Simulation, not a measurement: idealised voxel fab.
Process module in this document: voxel fin reveal
Pictured: cross-section cut, 235 nm wide, on a grid of 5 nm square cells.
The cross-sections in this document take the form of a grid made of square cells. They are written out as bands, in order from top to bottom. Each band consists of one or more rows of cells. It is stipulated that each band's entry specify, in nanometres, the height of the top of the band and then that of its bottom, followed by the materials of the band in left-to-right sequence, each together with its width in nanometres. A single material marked by the word "edge to edge" is understood to fill the band from edge to edge; the word "blank" is understood to denote empty space. We count height from 0. Below that, the starting wafer is all one material. The lowest band never ends at the bottom but goes on down; see "top 0, no bottom" for how that is written. The expression "30 to 40" gives the width at the extremes of the band, the first number at its top row of cells and the second at its bottom row, with the width changing by equal amounts from each row to the next in between. "identical to before", as given for a step, is the statement that not any cell of the cross-section underwent a change during that step. Empty spaces without an open route to the top, at least 8 cells in extent, make up the entry "Closed cavities"; each is given as width x height at distance, where the distance is measured from the left edge, and all are in nm. Text after the settings on a step's line: the simulator's own remark on that step. A step's line can hold "overlay nm"; with a mask on that step, the setting says how far right of the planned place the mask lay, while a negative setting says it lay to the left.
-- Process steps (planned)
1 RECEIVE, material Si
2 CONFORMAL_DEP, material SiN, thk nm 5
3 PATTERN, tone cover, mask id FINS, material resist, width nm 15, pitch nm 35, thk nm 15, overlay nm 0
4 DIRECTIONAL_ETCH, etch materials SiN, depth nm 5
5 DIRECTIONAL_ETCH, etch materials Si, depth nm 30
6 STRIP, etch materials resist
7 OXIDIZE, depth nm 5
8 FILL_DEP, material SiO2, thk nm 10
9 CMP, height nm 5
10 SELECTIVE_ETCH, etch materials SiO2, depth nm 15
11 STRIP, etch materials SiN
12 CONFORMAL_DEP, material SiO2, thk nm 5
-- first wafer, as planned
-- Cross-section of the wafer at receipt, which is the condition after step 1
- top 0, no bottom = Si edge to edge
- Closed cavities: none
-- Cross-section of the wafer after step 2
- top 5, bottom 0 = SiN edge to edge
- Anything lower than 0 is untouched.
-- Cross-section of the wafer after step 3
- top 20, bottom 5 = blank=90  resist=15  blank=20  resist=15  blank=95
- Anything lower than 5 is untouched.
-- Cross-section of the wafer after step 4
- top 20, bottom 5 = blank=90  resist=15  blank=20  resist=15  blank=95
- top 5, bottom 0 = blank=90  SiN=15  blank=20  SiN=15  blank=95
- Anything lower than 0 is untouched.
-- Cross-section of the wafer after step 5
- top 20, bottom 5 = blank=90  resist=15  blank=20  resist=15  blank=95
- top 5, bottom 0 = blank=90  SiN=15  blank=20  SiN=15  blank=95
- top 0, bottom -30 = blank=90  Si=15  blank=20  Si=15  blank=95
- Anything lower than -30 is untouched.
-- Cross-section of the wafer after step 6
- top 5, bottom 0 = blank=90  SiN=15  blank=20  SiN=15  blank=95
- Anything lower than 0 is untouched.
-- Cross-section of the wafer after step 7
- top 5, bottom 0 = blank=90  SiN=15  blank=20  SiN=15  blank=95
- top 0, bottom -30 = blank=90  SiO2=5  Si=5  SiO2=5  blank=20  SiO2=5  Si=5  SiO2=5  blank=95
- top -30, bottom -35 = SiO2=95  Si=5  SiO2=30  Si=5  SiO2=100
- Anything lower than -35 is untouched.
-- Cross-section of the wafer after step 8
- top 15, bottom 5 = SiO2 edge to edge
- top 5, bottom 0 = SiO2=90  SiN=15  SiO2=20  SiN=15  SiO2=95
- top 0, bottom -35 = SiO2=95  Si=5  SiO2=30  Si=5  SiO2=100
- Anything lower than -35 is untouched.
-- Cross-section of the wafer after step 9
- top 5, bottom 0 = SiO2=90  SiN=15  SiO2=20  SiN=15  SiO2=95
- Anything lower than 0 is untouched.
-- Cross-section of the wafer after step 10
- top 5, bottom 0 = blank=90  SiN=15  blank=20  SiN=15  blank=95
- top 0, bottom -10 = blank=95  Si=5  blank=30  Si=5  blank=100
- Anything lower than -10 is untouched.
-- Cross-section of the wafer after step 11
- top 0, bottom -10 = blank=95  Si=5  blank=30  Si=5  blank=100
- Anything lower than -10 is untouched.
-- Cross-section of the wafer after step 12
- top 5, bottom 0 = blank=90  SiO2=15  blank=20  SiO2=15  blank=95
- top 0, bottom -5 = blank=90  SiO2=5  Si=5  SiO2=5  blank=20  SiO2=5  Si=5  SiO2=5  blank=95
- top -5, bottom -35 = SiO2=95  Si=5  SiO2=30  Si=5  SiO2=100
- Anything lower than -35 is untouched.
-- For the second wafer, take the first wafer's start and plan, then add one mistake made in running it; everything through step 2, that step included, is shared with the first
-- Here is the second wafer in cross-section at the point where step 3 of the plan should have been done
- top 20, bottom 5 = blank=85  resist=15  blank=20  resist=15  blank=100
- Anything lower than 5 is untouched.
-- Here is the second wafer in cross-section at the point where step 4 of the plan should have been done
- top 20, bottom 5 = blank=85  resist=15  blank=20  resist=15  blank=100
- top 5, bottom 0 = blank=85  SiN=15  blank=20  SiN=15  blank=100
- Anything lower than 0 is untouched.
-- Here is the second wafer in cross-section at the point where step 5 of the plan should have been done
- top 20, bottom 5 = blank=85  resist=15  blank=20  resist=15  blank=100
- top 5, bottom 0 = blank=85  SiN=15  blank=20  SiN=15  blank=100
- top 0, bottom -30 = blank=85  Si=15  blank=20  Si=15  blank=100
- Anything lower than -30 is untouched.
-- Here is the second wafer in cross-section at the point where step 6 of the plan should have been done
- top 5, bottom 0 = blank=85  SiN=15  blank=20  SiN=15  blank=100
- Anything lower than 0 is untouched.
-- Here is the second wafer in cross-section at the point where step 7 of the plan should have been done
- top 5, bottom 0 = blank=85  SiN=15  blank=20  SiN=15  blank=100
- top 0, bottom -30 = blank=85  SiO2=5  Si=5  SiO2=5  blank=20  SiO2=5  Si=5  SiO2=5  blank=100
- top -30, bottom -35 = SiO2=90  Si=5  SiO2=30  Si=5  SiO2=105
- Anything lower than -35 is untouched.
-- Here is the second wafer in cross-section at the point where step 8 of the plan should have been done
- top 15, bottom 5 = SiO2 edge to edge
- top 5, bottom 0 = SiO2=85  SiN=15  SiO2=20  SiN=15  SiO2=100
- top 0, bottom -35 = SiO2=90  Si=5  SiO2=30  Si=5  SiO2=105
- Anything lower than -35 is untouched.
-- Here is the second wafer in cross-section at the point where step 9 of the plan should have been done
- top 5, bottom 0 = SiO2=85  SiN=15  SiO2=20  SiN=15  SiO2=100
- Anything lower than 0 is untouched.
-- Here is the second wafer in cross-section at the point where step 10 of the plan should have been done
- top 5, bottom 0 = blank=85  SiN=15  blank=20  SiN=15  blank=100
- top 0, bottom -10 = blank=90  Si=5  blank=30  Si=5  blank=105
- Anything lower than -10 is untouched.
-- Here is the second wafer in cross-section at the point where step 11 of the plan should have been done
- top 0, bottom -10 = blank=90  Si=5  blank=30  Si=5  blank=105
- Anything lower than -10 is untouched.
-- Here is the second wafer in cross-section at the point where step 12 of the plan should have been done
- top 5, bottom 0 = blank=85  SiO2=15  blank=20  SiO2=15  blank=100
- top 0, bottom -5 = blank=85  SiO2=5  Si=5  SiO2=5  blank=20  SiO2=5  Si=5  SiO2=5  blank=100
- top -5, bottom -35 = SiO2=90  Si=5  SiO2=30  Si=5  SiO2=105
- Anything lower than -35 is untouched.
Processing error: step 3 changed vs plan, executed as PATTERN, tone cover, mask id FINS, material resist, width nm 15, pitch nm 35, thk nm 15, overlay nm -5
Same inventory, different map: at the end, the second wafer holds as many cells of each material as the first, placed elsewhere.
